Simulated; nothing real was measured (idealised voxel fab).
The following is a process module called voxel ribs on slabs.
The width of the displayed cross-section, cut, is 190 nm; its cells are square, with a size of 5 nm.
Cross-section spec: square-cell grid; bands listed top down; each band is one or more rows. The entry gives the band's vertical extent as a top height and a bottom height in nm, then its horizontal make-up as materials from left to right, each with a width in nm. "empty" stands for empty space; a single material marked "throughout" fills the band edge to edge. It should be noted that heights are counted from 0, beneath which the wafer as supplied is of one material throughout, and that the lowest band possesses no lower boundary but continues downward, as written in "from 0 down". The two numbers in a width such as "30..40" mark its ends across the band: the first belongs to the top row of cells, the second to the bottom row, and from each row to the next the width moves by the same amount. "nothing changed" after a step means that no cell of the cross-section changed. "Closed void roster" lists enclosed empty spaces (at least 8 cells, no open path upward to the top), each as width x height at distance from the left edge, in nm. That trailing text on a step's line, after the settings, is the simulator's own remark on the step. A step line may carry the setting "overlay nm", which, for steps involving a mask, states the distance by which the mask lay to the right of its intended position; negative values denote displacement to the left.
PROCESS STEPS - PLAN
1) RECEIVE [material Si]
2) DIRECTIONAL_DEP [material SiO2] [thk nm 30]
3) DIRECTIONAL_DEP [material SiN] [thk nm 25]
4) MASKED_ETCH [tone cover] [mask id RIB] [width nm 20] [etch materials SiN] [depth nm 15] [overlay nm 0]
5) MASKED_ETCH [tone cover] [mask id SLAB] [width nm 50] [etch materials SiN] [depth nm 10] [overlay nm 0]
6) FILL_DEP [material SiO2] [thk nm 15]
7) CMP [height nm 65]
8) DIRECTIONAL_DEP [material TiN] [thk nm 10]
9) PATTERN [tone cover] [mask id HEATER] [material resist] [width nm 30] [thk nm 20] [overlay nm 0]
10) DIRECTIONAL_ETCH [etch materials TiN] [depth nm 10]
11) STRIP [etch materials resist]
12) CONFORMAL_DEP [material SiN] [thk nm 10]
THE CROSS-SECTION HERE SHOWS THE WAFER AS RECEIVED, I.E. IN ITS STATE AFTER STEP 1
    from 0 down | Si throughout
    Closed void roster: none
CROSS-SECTION, FIRST OF TWO WAFERS, END OF MODULE, RUN AS PLANNED
    from 85 to 75 | empty (70) / SiN (50) / empty (70)
    from 75 to 65 | SiN (80) / TiN (30) / SiN (80)
    from 65 to 55 | SiO2 throughout
    from 55 to 40 | SiO2 (85) / SiN (20) / SiO2 (85)
    from 40 to 30 | SiO2 (70) / SiN (50) / SiO2 (70)
    from 30 to 0 | SiO2 throughout
    from 0 down | Si throughout
    Closed void roster: none
CROSS-SECTIONAL VIEW: SECOND OF TWO WAFERS, END OF MODULE; START AND PLAN IDENTICAL TO THE FIRST, ONE MISTAKE IN RUNNING
    from 85 to 75 | empty (70) / SiN (50) / empty (70)
    from 75 to 65 | SiN (80) / TiN (30) / SiN (80)
    from 65 to 25 | SiO2 throughout
    from 25 to 0 | SiN throughout
    from 0 down | Si throughout
    Closed void roster: none
Processing error: transposition of steps 2 and 3 relative to the planned sequence
Upon completion, the second wafer contains, in terms of cells, a greater or smaller amount of certain materials than the first wafer: 158 more of SiN, 158 fewer of SiO2
